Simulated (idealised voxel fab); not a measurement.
The document below concerns the process module designated voxel transistor to metal.
215 nm wide, 5 nm square cells: that's cross-section cut.
Cross-sections here: square-cell grids, written as top-down lists of bands, a band being one or more rows of cells.
Quick guide to a band line: top height, bottom height (nm) up front; then every material left to right with its width in nm. Only one material and it's marked "edge to edge"? Then it fills the band edge to edge. And "empty" just means empty space.
Below 0: as-received wafer, all one material; heights counted from there. Lowest band: no bottom, goes on down, written "0..down".
Read "30->40" as a graded width: first number on top, second number at the bottom, same change between each pair of neighbouring rows.
A step reported as "all unchanged" is a step in which no cell of the cross-section changed.
For the entry "Tabulated closed voids", the listed items are empty spaces with no open way to the top whose size is 8 cells or more; each item follows the pattern width x height at distance, where distance is from the left edge and all three are in nm.
On each step's line, the part that comes after the settings is the simulator's own comment on the step.
"overlay nm" denotes, for a step that has a mask, the displacement of the mask to the right of its planned place, with negative values corresponding to the left.
List of planned process steps
1: RECEIVE, material Si
2: OXIDIZE, depth nm 5
3: CONFORMAL_DEP, material SiN, thk nm 15
4: MASKED_ETCH, tone cover, mask id ACTIVE, width nm 135, etch materials SiN, depth nm 15, overlay nm 0
5: MASKED_ETCH, tone cover, mask id ACTIVE, width nm 135, etch materials SiO2, depth nm 5, overlay nm 0
6: MASKED_ETCH, tone cover, mask id ACTIVE, width nm 135, etch materials Si, depth nm 35, overlay nm 0
7: OXIDIZE, depth nm 5
8: FILL_DEP, material SiO2, thk nm 5
9: CMP, height nm 15
10: SELECTIVE_ETCH, etch materials SiO2, depth nm 10
11: STRIP, etch materials SiN
12: SELECTIVE_ETCH, etch materials SiO2, depth nm 5
13: OXIDIZE, depth nm 5
14: DIRECTIONAL_DEP, material polySi, thk nm 25
15: DIRECTIONAL_DEP, material SiCN, thk nm 10
16: PATTERN, tone cover, mask id GATE, material resist, width nm 35, thk nm 15, overlay nm 0
17: DIRECTIONAL_ETCH, etch materials SiCN, depth nm 20
18: DIRECTIONAL_ETCH, etch materials polySi, depth nm 35
19: STRIP, etch materials resist
20: CONFORMAL_DEP, material SiO2, thk nm 5
21: DIRECTIONAL_ETCH, etch materials SiO2, depth nm 5
22: CONFORMAL_DEP, material SiN, thk nm 5
23: DIRECTIONAL_ETCH, etch materials SiN, depth nm 5
24: DIRECTIONAL_ETCH, etch materials SiO2, depth nm 5
25: DIRECTIONAL_ETCH, etch materials Si, depth nm 5
26: EPI, material pSi, thk nm 5
27: FILL_DEP, material SiO2, thk nm 10
28: CMP, height nm 20
29: STRIP, etch materials polySi
30: SELECTIVE_ETCH, etch materials SiO2, depth nm 5
31: CONFORMAL_DEP, material HfO2, thk nm 5
32: CONFORMAL_DEP, material TiN, thk nm 5
33: FILL_DEP, material W, thk nm 5
34: CMP, height nm 15
35: DIRECTIONAL_DEP, material SiO2, thk nm 15
36: MASKED_ETCH, tone open, mask id CONTACT, width nm 20, pitch nm 95, etch materials SiO2, depth nm 40, overlay nm 0
37: CONFORMAL_DEP, material TiN, thk nm 5
38: FILL_DEP, material Ru, thk nm 10
39: CMP, height nm 30
40: DIRECTIONAL_DEP, material TiN, thk nm 5
41: DIRECTIONAL_DEP, material W, thk nm 20
42: PATTERN, tone cover, mask id METAL_1, material resist, width nm 20, pitch nm 95, thk nm 15, overlay nm 0
43: DIRECTIONAL_ETCH, etch materials W, depth nm 20
44: DIRECTIONAL_ETCH, etch materials TiN, depth nm 5
45: STRIP, etch materials resist
46: CONFORMAL_DEP, material SiCN, thk nm 5
47: FILL_DEP, material lowk, thk nm 5
48: CMP, height nm 55
49: CONFORMAL_DEP, material SiCN, thk nm 5
50: DIRECTIONAL_DEP, material lowk, thk nm 25
51: PATTERN, tone open, mask id METAL_2_HOLES, material resist, width nm 15, pitch nm 95, thk nm 20, overlay nm 0
52: DIRECTIONAL_ETCH, etch materials lowk, depth nm 25
53: STRIP, etch materials resist
54: DIRECTIONAL_DEP, material aC, thk nm 10
55: PATTERN, tone open, mask id METAL_2, material resist, width nm 20, pitch nm 95, thk nm 25, overlay nm 0
56: DIRECTIONAL_ETCH, etch materials aC, depth nm 10
57: STRIP, etch materials resist
58: DIRECTIONAL_ETCH, etch materials lowk, depth nm 15
59: DIRECTIONAL_ETCH, etch materials SiCN, depth nm 5
60: STRIP, etch materials aC
61: CONFORMAL_DEP, material TiN, thk nm 5
62: FILL_DEP, material Ru, thk nm 5
63: CMP, height nm 85
64: CONFORMAL_DEP, material SiCN, thk nm 5
Same starting wafers, different width nm at step 51. Plan value belongs to the first wafer.
Incoming state of the first of several wafers in cross-section: after step 1
- 0..down: Si edge to edge
- Tabulated closed voids: none
Below: a row per wafer. Contents at end of module: for every material, cells gained since receipt (+) or lost since receipt (-); then closed voids
width nm 15; +17 HfO2; +42 Ru; -226 Si; +131 SiCN; +10 SiN; +349 SiO2; +85 TiN; +47 W; +303 lowk; +16 pSi; Tabulated closed voids: none
width nm 20; +17 HfO2; +48 Ru; -226 Si; +129 SiCN; +10 SiN; +349 SiO2; +85 TiN; +47 W; +299 lowk; +16 pSi; Tabulated closed voids: none
width nm 25; +17 HfO2; +56 Ru; -226 Si; +129 SiCN; +10 SiN; +349 SiO2; +87 TiN; +47 W; +289 lowk; +16 pSi; Tabulated closed voids: none
width nm 30; +17 HfO2; +64 Ru; -226 Si; +129 SiCN; +10 SiN; +349 SiO2; +89 TiN; +47 W; +279 lowk; +16 pSi; Tabulated closed voids: none
